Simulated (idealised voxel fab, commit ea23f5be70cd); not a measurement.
process module | voxel fin reveal
cross-section cut | 220 nm wide | cells 5 nm
A cross-section is a grid of square cells, given in bands from the top down. A band is one or more rows of cells.
Each band's line starts with the height of the band's top and of its bottom, in nm. Then come its materials from left to right, each with its width in nm. One material with "throughout" fills the band from edge to edge. "air" is empty space.
Height 0 is the level under which the wafer as received is all one material. The lowest band goes on downwards, as in "0 down".
A width such as "30 to 40" changes by the same amount from each row of cells to the next, from the band's top row to its bottom row.
"no change" after a step means that no cell of the cross-section changed.
closed voids: empty space of 8 cells or more with no open way to the top, each as width x height at its distance from the left edge, in nm
after a step's settings: what the simulator itself notes on the step
overlay nm, on a step with a mask: how far to the right of its planned place the mask lay; to the left if negative
plan
1 op RECEIVE | material Si
2 op CONFORMAL_DEP | material SiN | thk nm 10
3 op PATTERN | tone cover | mask id FINS | material resist | width nm 15 | pitch nm 35 | thk nm 20 | overlay nm 0
4 op DIRECTIONAL_ETCH | etch materials SiN | depth nm 10
5 op DIRECTIONAL_ETCH | etch materials Si | depth nm 30
6 op STRIP | etch materials resist
7 op FILL_DEP | material SiO2 | thk nm 15
8 op CMP | height nm 10
9 op SELECTIVE_ETCH | etch materials SiO2 | depth nm 25
10 op STRIP | etch materials SiN
first wafer, as planned
as received, after step 1
  0 down: Si throughout
  closed voids: none
after step 2
  10 to 0: SiN throughout
  below 0: unchanged
after step 3
  30 to 10: air 85 | resist 15 | air 20 | resist 15 | air 85
  below 10: unchanged
after step 4
  30 to 10: air 85 | resist 15 | air 20 | resist 15 | air 85
  10 to 0: air 85 | SiN 15 | air 20 | SiN 15 | air 85
  below 0: unchanged
after step 5
  30 to 10: air 85 | resist 15 | air 20 | resist 15 | air 85
  10 to 0: air 85 | SiN 15 | air 20 | SiN 15 | air 85
  0 to -30: air 85 | Si 15 | air 20 | Si 15 | air 85
  below -30: unchanged
after step 6
  10 to 0: air 85 | SiN 15 | air 20 | SiN 15 | air 85
  below 0: unchanged
after step 7
  25 to 10: SiO2 throughout
  10 to 0: SiO2 85 | SiN 15 | SiO2 20 | SiN 15 | SiO2 85
  0 to -30: SiO2 85 | Si 15 | SiO2 20 | Si 15 | SiO2 85
  below -30: unchanged
after step 8
  10 to 0: SiO2 85 | SiN 15 | SiO2 20 | SiN 15 | SiO2 85
  below 0: unchanged
after step 9
  10 to 0: air 85 | SiN 15 | air 20 | SiN 15 | air 85
  0 to -15: air 85 | Si 15 | air 20 | Si 15 | air 85
  below -15: unchanged
after step 10
  0 to -15: air 85 | Si 15 | air 20 | Si 15 | air 85
  below -15: unchanged
second wafer: like start, like plan, one mistake. Through step 2 it matches the first wafer
when step 3 should have ended
  30 to 10: resist 85 | air 15 | resist 20 | air 15 | resist 85
  below 10: unchanged
when step 4 should have ended
  30 to 10: resist 85 | air 15 | resist 20 | air 15 | resist 85
  10 to 0: SiN 85 | air 15 | SiN 20 | air 15 | SiN 85
  below 0: unchanged
when step 5 should have ended
  30 to 10: resist 85 | air 15 | resist 20 | air 15 | resist 85
  10 to 0: SiN 85 | air 15 | SiN 20 | air 15 | SiN 85
  0 to -30: Si 85 | air 15 | Si 20 | air 15 | Si 85
  below -30: unchanged
when step 6 should have ended
  10 to 0: SiN 85 | air 15 | SiN 20 | air 15 | SiN 85
  below 0: unchanged
when step 7 should have ended
  25 to 10: SiO2 throughout
  10 to 0: SiN 85 | SiO2 15 | SiN 20 | SiO2 15 | SiN 85
  0 to -30: Si 85 | SiO2 15 | Si 20 | SiO2 15 | Si 85
  below -30: unchanged
when step 8 should have ended
  10 to 0: SiN 85 | SiO2 15 | SiN 20 | SiO2 15 | SiN 85
  below 0: unchanged
when step 9 should have ended
  10 to 0: SiN 85 | air 15 | SiN 20 | air 15 | SiN 85
  0 to -15: Si 85 | air 15 | Si 20 | air 15 | Si 85
  below -15: unchanged
when step 10 should have ended
  0 to -15: Si 85 | air 15 | Si 20 | air 15 | Si 85
  below -15: unchanged
what went wrong: step 3 ran as: op PATTERN | tone open | mask id FINS | material resist | width nm 15 | pitch nm 35 | thk nm 20 | overlay nm 0
at the end the second wafer has, in cells: 192 more of Si | 96 fewer of SiO2
